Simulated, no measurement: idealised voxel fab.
A process module follows: voxel gate over fins.
Pictured: cross-section cut, 180 nm wide, on a grid of 5 nm square cells.
Cross-section layout: square cells on a grid; listed as bands, top to bottom; a band spans one or more cell rows.
Basically the band line says how high the top is and how high the bottom is, in nm, and then what's in it from left to right, every material with its width in nm. Empty space shows up as "empty", and if a single material carries "throughout" it runs the full band edge to edge.
Ref level 0: as-received wafer is one material below here. Bottom band extends down with no lower bound ("0 -> down").
Per-row width for "30..40": begins at first number (top row of band), ends at second number (bottom row), increment between rows held constant.
Reading "no change" for a step: not a cell of the cross-section changed in it.
For the entry "Closed cavities", the listed items are empty spaces with no open way to the top whose size is 8 cells or more; each item follows the pattern width x height at distance, where distance is from the left edge and all three are in nm.
Where a step's line continues beyond its settings, the continuation is a remark by the simulator itself on that step.
Among the settings permitted on a step's line is "overlay nm"; applied to a step with a mask, it specifies the extent to which the mask lay to the right of its planned position, whereas a negative figure signifies a position to the left.
List of planned process steps:
- 1: RECEIVE,material Si
- 2: CONFORMAL_DEP,material SiN,thk nm 10
- 3: DIRECTIONAL_DEP,material aC,thk nm 10
- 4: PATTERN,tone cover,mask id FINS,material resist,width nm 15,pitch nm 40,thk nm 25,overlay nm 0
- 5: DIRECTIONAL_ETCH,etch materials aC,depth nm 10
- 6: STRIP,etch materials resist
- 7: DIRECTIONAL_ETCH,etch materials SiN,depth nm 10
- 8: DIRECTIONAL_ETCH,etch materials Si,depth nm 30
- 9: STRIP,etch materials aC
- 10: OXIDIZE,depth nm 5
- 11: FILL_DEP,material SiO2,thk nm 15
- 12: CMP,height nm 10
- 13: SELECTIVE_ETCH,etch materials SiO2,depth nm 25
- 14: STRIP,etch materials SiN
- 15: CONFORMAL_DEP,material HfO2,thk nm 5
- 16: CONFORMAL_DEP,material TiN,thk nm 5
- 17: FILL_DEP,material W,thk nm 10
- 18: CMP,height nm 15
- 19: CONFORMAL_DEP,material SiCN,thk nm 10
Cross-section: wafer on arrival = after step 1:
0 -> down = Si throughout
Closed cavities: none
Cross-section, end of module. Start: as above. Plan: as above. Execution: one mistake:
25 -> 15 = SiCN throughout
15 -> 10 = W throughout
10 -> 5 = W=15  TiN=25  W=15  TiN=25  W=15  TiN=25  W=15  TiN=25  W=20
5 -> 0 = W=15  TiN=5  HfO2=15  TiN=5  W=15  TiN=5  HfO2=15  TiN=5  W=15  TiN=5  HfO2=15  TiN=5  W=15  TiN=5  HfO2=15  TiN=5  W=20
0 -> -25 = W=15  TiN=5  HfO2=5  Si=5  HfO2=5  TiN=5  W=15  TiN=5  HfO2=5  Si=5  HfO2=5  TiN=5  W=15  TiN=5  HfO2=5  Si=5  HfO2=5  TiN=5  W=15  TiN=5  HfO2=5  Si=5  HfO2=5  TiN=5  W=20
-25 -> -30 = TiN=20  HfO2=5  Si=5  HfO2=5  TiN=25  HfO2=5  Si=5  HfO2=5  TiN=25  HfO2=5  Si=5  HfO2=5  TiN=25  HfO2=5  Si=5  HfO2=5  TiN=25
-30 -> -35 = HfO2=25  Si=5  HfO2=35  Si=5  HfO2=35  Si=5  HfO2=35  Si=5  HfO2=30
-35 -> down = Si throughout
Closed cavities: none
Plan not followed: the plan's step 13 ran twice
